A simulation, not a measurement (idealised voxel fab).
process module | voxel capacitor over wiring
cross-section cut | 250 nm wide | cells 5 nm
A cross-section is a grid of square cells, given in bands from the top down. A band is one or more rows of cells.
Each band's line starts with the height of the band's top and of its bottom, in nm. Then come its materials from left to right, each with its width in nm. One material with "throughout" fills the band from edge to edge. "air" is empty space.
Height 0 is the level under which the wafer as received is all one material. The lowest band goes on downwards, as in "0 down".
A width such as "30 to 40" changes by the same amount from each row of cells to the next, from the band's top row to its bottom row.
"no change" after a step means that no cell of the cross-section changed.
closed voids: empty space of 8 cells or more with no open way to the top, each as width x height at its distance from the left edge, in nm
after a step's settings: what the simulator itself notes on the step
overlay nm, on a step with a mask: how far to the right of its planned place the mask lay; to the left if negative
plan
1 op RECEIVE | material Si
2 op CONFORMAL_DEP | material SiO2 | thk nm 15
3 op CONFORMAL_DEP | material SiCN | thk nm 5
4 op DIRECTIONAL_DEP | material lowk | thk nm 15
5 op DIRECTIONAL_DEP | material aC | thk nm 15
6 op PATTERN | tone open | mask id METAL_1 | material resist | width nm 30 | pitch nm 90 | thk nm 30 | overlay nm 0
7 op DIRECTIONAL_ETCH | etch materials aC | depth nm 15
8 op STRIP | etch materials resist
9 op DIRECTIONAL_ETCH | etch materials lowk | depth nm 15
10 op DIRECTIONAL_ETCH | etch materials SiCN | depth nm 5
11 op STRIP | etch materials aC
12 op CONFORMAL_DEP | material TiN | thk nm 5
13 op FILL_DEP | material Cu | thk nm 10
14 op CMP | height nm 35
15 op CONFORMAL_DEP | material SiCN | thk nm 5
16 op DIRECTIONAL_DEP | material SiO2 | thk nm 15
17 op MASKED_ETCH | tone open | mask id PLUG_1 | width nm 15 | etch materials SiO2 | depth nm 15 | overlay nm 0
18 op MASKED_ETCH | tone open | mask id PLUG_1 | width nm 15 | etch materials SiCN | depth nm 5 | overlay nm 0
19 op EPI | material Ru | thk nm 10
20 op EPI | material Ru | thk nm 10
21 op DIRECTIONAL_DEP | material TiN | thk nm 10
22 op DIRECTIONAL_DEP | material Al2O3 | thk nm 5
23 op DIRECTIONAL_DEP | material TiN | thk nm 10
24 op MASKED_ETCH | tone cover | mask id UPPER_PLATE | width nm 65 | etch materials TiN | depth nm 10 | overlay nm 0
25 op MASKED_ETCH | tone cover | mask id UPPER_PLATE | width nm 65 | etch materials Al2O3 | depth nm 5 | overlay nm 0
26 op PATTERN | tone cover | mask id LOWER_PLATE | material resist | width nm 75 | thk nm 20 | overlay nm 0
27 op DIRECTIONAL_ETCH | etch materials TiN | depth nm 10
28 op STRIP | etch materials resist
29 op FILL_DEP | material SiO2 | thk nm 15
30 op CMP | height nm 90
31 op PATTERN | tone open | mask id PLUG_2 | material resist | width nm 15 | thk nm 15 | overlay nm 0
32 op DIRECTIONAL_ETCH | etch materials SiO2 | depth nm 10
33 op STRIP | etch materials resist
34 op CONFORMAL_DEP | material TiN | thk nm 5
35 op FILL_DEP | material Ru | thk nm 5
36 op CMP | height nm 90
37 op CONFORMAL_DEP | material SiCN | thk nm 5
as received, after step 1
  0 down: Si throughout
  closed voids: none
a wafer at the end: this start, this plan, one mistake
  95 to 90: SiCN throughout
  90 to 85: SiO2 90 | TiN 5 | Ru 5 | TiN 5 | SiO2 145
  85 to 80: SiO2 90 | TiN 15 | SiO2 145
  80 to 75: SiO2 throughout
  75 to 65: SiO2 80 | TiN 65 | SiO2 105
  65 to 55: SiO2 75 | TiN 75 | SiO2 100
  55 to 40: SiO2 80 | Ru 15 | SiO2 155
  40 to 35: SiCN 80 | Ru 15 | SiCN 155
  35 to 20: lowk 65 | TiN 5 | Cu 20 | TiN 5 | lowk 60 | TiN 5 | Cu 20 | TiN 5 | lowk 65
  20 to 15: SiCN 65 | TiN 30 | SiCN 60 | TiN 30 | SiCN 65
  15 to 0: SiO2 throughout
  0 down: Si throughout
  closed voids: none
what went wrong: step 22 was left out
